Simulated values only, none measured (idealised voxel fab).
process module | voxel self aligned vias
cross-section cut | 170 nm wide | cells 5 nm
A cross-section is a grid of square cells, given in bands from the top down. A band is one or more rows of cells.
Each band's line starts with the height of the band's top and of its bottom, in nm. Then come its materials from left to right, each with its width in nm. One material with "throughout" fills the band from edge to edge. "air" is empty space.
Height 0 is the level under which the wafer as received is all one material. The lowest band goes on downwards, as in "0 down".
A width such as "30 to 40" changes by the same amount from each row of cells to the next, from the band's top row to its bottom row.
"no change" after a step means that no cell of the cross-section changed.
closed voids: empty space of 8 cells or more with no open way to the top, each as width x height at its distance from the left edge, in nm
after a step's settings: what the simulator itself notes on the step
overlay nm, on a step with a mask: how far to the right of its planned place the mask lay; to the left if negative
plan
1 op RECEIVE | material Si
2 op CONFORMAL_DEP | material SiO2 | thk nm 15
3 op CONFORMAL_DEP | material SiCN | thk nm 5
4 op DIRECTIONAL_DEP | material lowk | thk nm 20
5 op PATTERN | tone open | mask id LINES | material resist | width nm 20 | pitch nm 55 | thk nm 20 | overlay nm 0
6 op DIRECTIONAL_ETCH | etch materials lowk | depth nm 20
7 op STRIP | etch materials resist
8 op CONFORMAL_DEP | material TiN | thk nm 5
9 op FILL_DEP | material Ru | thk nm 5
10 op CMP | height nm 40
11 op SELECTIVE_ETCH | etch materials W Ru TiN | depth nm 10
12 op FILL_DEP | material SiN | thk nm 10
13 op CMP | height nm 40
14 op DIRECTIONAL_DEP | material lowk | thk nm 20
15 op MASKED_ETCH | tone open | mask id VIAS | width nm 30 | pitch nm 110 | etch materials lowk | depth nm 20 | overlay nm 0
16 op MASKED_ETCH | tone open | mask id VIAS | width nm 30 | pitch nm 110 | etch materials SiN | depth nm 10 | overlay nm 0
17 op CONFORMAL_DEP | material TiN | thk nm 5
18 op FILL_DEP | material Ru | thk nm 10
19 op CMP | height nm 60
20 op CONFORMAL_DEP | material SiN | thk nm 5
as received, after step 1
  0 down: Si throughout
  closed voids: none
a wafer at the end: this start, this plan, one mistake
  80 to 75: SiN throughout
  75 to 65: Ru throughout
  65 to 60: TiN 20 | Ru 20 | TiN 90 | Ru 20 | TiN 20
  60 to 45: lowk 15 | TiN 5 | Ru 20 | TiN 5 | lowk 80 | TiN 5 | Ru 20 | TiN 5 | lowk 15
  45 to 40: lowk 15 | TiN 10 | Ru 10 | TiN 10 | lowk 80 | TiN 10 | Ru 10 | TiN 10 | lowk 15
  40 to 35: lowk 20 | TiN 5 | Ru 10 | TiN 5 | lowk 35 | SiN 20 | lowk 35 | TiN 5 | Ru 10 | TiN 5 | lowk 20
  35 to 30: lowk 20 | TiN 20 | lowk 35 | SiN 20 | lowk 35 | TiN 20 | lowk 20
  30 to 25: lowk 20 | TiN 5 | Ru 10 | TiN 5 | lowk 35 | TiN 5 | Ru 10 | TiN 5 | lowk 35 | TiN 5 | Ru 10 | TiN 5 | lowk 20
  25 to 20: lowk 20 | TiN 20 | lowk 35 | TiN 20 | lowk 35 | TiN 20 | lowk 20
  20 to 15: SiCN throughout
  15 to 0: SiO2 throughout
  0 down: Si throughout
  closed voids: none
what went wrong: step 19 was left out
